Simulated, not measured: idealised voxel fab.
voxel released beams: a process module
The figure presents cross-section cut, which has a width of 220 nm and is divided into square cells with an edge length of 5 nm.
Cross-section, as written here: a square-cell grid given band by band from the top down, where a band holds one or more rows of cells.
Quick guide to a band line: top height, bottom height (nm) up front; then every material left to right with its width in nm. Only one material and it's marked "all across"? Then it fills the band edge to edge. And "empty" just means empty space.
Below 0: as-received wafer, all one material; heights counted from there. Lowest band: no bottom, goes on down, written "z 0 and below".
The width entry "30->40" should be interpreted row by row: the top row of cells in the band takes the first number, the bottom row takes the second number, and the change between adjacent rows is uniform throughout.
Key: "everything unchanged" - step with no changed cell in the cross-section.
Look at "Cavities, sealed" for the closed voids: empty spaces with no open path to the top, sized 8 cells or up. Each is width x height at distance, distance from the left edge, all nm.
Where a step's line continues beyond its settings, the continuation is a remark by the simulator itself on that step.
overlay nm, on a step with a mask: how far to the right of its planned place the mask lay; to the left if negative
-- plan
1) RECEIVE, material Si
2) CONFORMAL_DEP, material Al2O3, thk nm 10
3) DIRECTIONAL_DEP, material SiO2, thk nm 10
4) DIRECTIONAL_DEP, material aC, thk nm 15
5) PATTERN, tone open, mask id ANCHOR, material resist, width nm 35, thk nm 30, overlay nm 0
6) DIRECTIONAL_ETCH, etch materials aC, depth nm 15
7) STRIP, etch materials resist
8) DIRECTIONAL_ETCH, etch materials SiO2, depth nm 10
9) STRIP, etch materials aC
10) CONFORMAL_DEP, material W, thk nm 10
11) MASKED_ETCH, tone cover, mask id BEAM, width nm 110, etch materials W, depth nm 10, overlay nm 0
12) STRIP, etch materials SiO2
-- First of two wafers, with the run carried out as planned
-- Cross-section: wafer on arrival = after step 1
* z 0 and below  Si all across
* Cavities, sealed: none
-- After step 2, in cross-section
* z 10 to 0  Al2O3 all across
* Rest of section, below 0: as before.
-- After step 3, in cross-section
* z 20 to 10  SiO2 all across
* Rest of section, below 10: as before.
-- After step 4, in cross-section
* z 35 to 20  aC all across
* Rest of section, below 20: as before.
-- After step 5, in cross-section
* z 65 to 35  resist: 55  empty: 35  resist: 130
* Rest of section, below 35: as before.
-- After step 6, in cross-section
* z 50 to 35  resist: 55  empty: 35  resist: 130
* z 35 to 20  aC: 55  empty: 35  aC: 130
* Rest of section, below 20: as before.
-- After step 7, in cross-section
* z 35 to 20  aC: 55  empty: 35  aC: 130
* Rest of section, below 20: as before.
-- After step 8, in cross-section
* z 35 to 20  aC: 55  empty: 35  aC: 130
* z 20 to 10  SiO2: 55  empty: 35  SiO2: 130
* Rest of section, below 10: as before.
-- After step 9, in cross-section
* z 20 to 10  SiO2: 55  empty: 35  SiO2: 130
* Rest of section, below 10: as before.
-- After step 10, in cross-section
* z 30 to 20  W: 65  empty: 15  W: 140
* z 20 to 10  SiO2: 55  W: 35  SiO2: 130
* Rest of section, below 10: as before.
-- After step 11, in cross-section
* z 30 to 20  empty: 50  W: 15  empty: 15  W: 80  empty: 60
* Rest of section, below 20: as before.
-- After step 12, in cross-section
* z 30 to 20  empty: 50  W: 15  empty: 15  W: 80  empty: 60
* z 20 to 10  empty: 55  W: 35  empty: 130
* Rest of section, below 10: as before.
-- Wafer two of two - same starting point, same process plan, one mistake in execution; matches wafer one up to and including step 8
-- Second wafer cross-section, taken as of the time the plan sets for step 9 to be done
* z 20 to 10  SiO2: 55  empty: 35  SiO2: 130
* Rest of section, below 10: as before.
-- Second wafer cross-section, taken as of the time the plan sets for step 10 to be done
* z 30 to 20  W: 65  empty: 15  W: 140
* z 20 to 10  SiO2: 55  W: 35  SiO2: 130
* Rest of section, below 10: as before.
-- Second wafer cross-section, taken as of the time the plan sets for step 11 to be done
* z 30 to 20  empty: 50  W: 15  empty: 15  W: 80  empty: 60
* Rest of section, below 20: as before.
-- Second wafer cross-section, taken as of the time the plan sets for step 12 to be done
* z 30 to 20  empty: 50  W: 15  empty: 15  W: 80  empty: 60
* z 20 to 10  empty: 55  W: 35  empty: 130
* Rest of section, below 10: as before.
Diagnosis: step 9, plan: ran twice
The two wafers come out with the same cross-section, meaning that, for this model, the mistake has no consequence in the computed result.
